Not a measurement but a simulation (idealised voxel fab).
process module | voxel ribs on slabs
cross-section cut | 145 nm wide | cells 5 nm
A cross-section is a grid of square cells, given in bands from the top down. A band is one or more rows of cells.
Each band's line starts with the height of the band's top and of its bottom, in nm. Then come its materials from left to right, each with its width in nm. One material with "throughout" fills the band from edge to edge. "air" is empty space.
Height 0 is the level under which the wafer as received is all one material. The lowest band goes on downwards, as in "0 down".
A width such as "30 to 40" changes by the same amount from each row of cells to the next, from the band's top row to its bottom row.
"no change" after a step means that no cell of the cross-section changed.
closed voids: empty space of 8 cells or more with no open way to the top, each as width x height at its distance from the left edge, in nm
after a step's settings: what the simulator itself notes on the step
overlay nm, on a step with a mask: how far to the right of its planned place the mask lay; to the left if negative
plan
1 op RECEIVE | material Si
2 op DIRECTIONAL_DEP | material SiO2 | thk nm 25
3 op DIRECTIONAL_DEP | material polySi | thk nm 25
4 op MASKED_ETCH | tone cover | mask id RIB | width nm 20 | etch materials polySi | depth nm 10 | overlay nm 0
5 op MASKED_ETCH | tone cover | mask id SLAB | width nm 70 | etch materials polySi | depth nm 15 | overlay nm 0
6 op FILL_DEP | material SiO2 | thk nm 20
7 op CMP | height nm 65
8 op DIRECTIONAL_DEP | material W | thk nm 10
9 op DIRECTIONAL_DEP | material aC | thk nm 15
10 op PATTERN | tone cover | mask id HEATER | material resist | width nm 30 | thk nm 30 | overlay nm 0
11 op DIRECTIONAL_ETCH | etch materials aC | depth nm 15
12 op STRIP | etch materials resist
13 op DIRECTIONAL_ETCH | etch materials W | depth nm 10
14 op STRIP | etch materials aC
15 op CONFORMAL_DEP | material SiN | thk nm 10
first wafer, as planned
as received, after step 1
  0 down: Si throughout
  closed voids: none
after step 2
  25 to 0: SiO2 throughout
  below 0: unchanged
after step 3
  50 to 25: polySi throughout
  below 25: unchanged
after step 4
  50 to 40: air 60 | polySi 20 | air 65
  below 40: unchanged
after step 5
  50 to 40: air 60 | polySi 20 | air 65
  40 to 25: air 35 | polySi 70 | air 40
  below 25: unchanged
after step 6
  70 to 50: SiO2 throughout
  50 to 40: SiO2 60 | polySi 20 | SiO2 65
  40 to 25: SiO2 35 | polySi 70 | SiO2 40
  below 25: unchanged
after step 7
  65 to 50: SiO2 throughout
  below 50: unchanged
after step 8
  75 to 65: W throughout
  below 65: unchanged
after step 9
  90 to 75: aC throughout
  below 75: unchanged
after step 10
  120 to 90: air 55 | resist 30 | air 60
  below 90: unchanged
after step 11
  105 to 90: air 55 | resist 30 | air 60
  90 to 75: air 55 | aC 30 | air 60
  below 75: unchanged
after step 12
  90 to 75: air 55 | aC 30 | air 60
  below 75: unchanged
after step 13
  90 to 75: air 55 | aC 30 | air 60
  75 to 65: air 55 | W 30 | air 60
  below 65: unchanged
after step 14
  75 to 65: air 55 | W 30 | air 60
  below 65: unchanged
after step 15
  85 to 75: air 45 | SiN 50 | air 50
  75 to 65: SiN 55 | W 30 | SiN 60
  below 65: unchanged
second wafer: like start, like plan, one mistake. Through step 2 it matches the first wafer
when step 3 should have ended
  50 to 0: SiO2 throughout
  below 0: unchanged
when step 4 should have ended: no change
when step 5 should have ended: no change
when step 6 should have ended
  70 to 0: SiO2 throughout
  below 0: unchanged
when step 7 should have ended
  65 to 0: SiO2 throughout
  below 0: unchanged
when step 8 should have ended
  75 to 65: W throughout
  below 65: unchanged
when step 9 should have ended
  90 to 75: aC throughout
  below 75: unchanged
when step 10 should have ended
  120 to 90: air 55 | resist 30 | air 60
  below 90: unchanged
when step 11 should have ended
  105 to 90: air 55 | resist 30 | air 60
  90 to 75: air 55 | aC 30 | air 60
  below 75: unchanged
when step 12 should have ended
  90 to 75: air 55 | aC 30 | air 60
  below 75: unchanged
when step 13 should have ended
  90 to 75: air 55 | aC 30 | air 60
  75 to 65: air 55 | W 30 | air 60
  below 65: unchanged
when step 14 should have ended
  75 to 65: air 55 | W 30 | air 60
  below 65: unchanged
when step 15 should have ended
  85 to 75: air 45 | SiN 50 | air 50
  75 to 65: SiN 55 | W 30 | SiN 60
  below 65: unchanged
what went wrong: step 3 ran as: op DIRECTIONAL_DEP | material SiO2 | thk nm 25
at the end the second wafer has, in cells: 50 more of SiO2 | 50 fewer of polySi
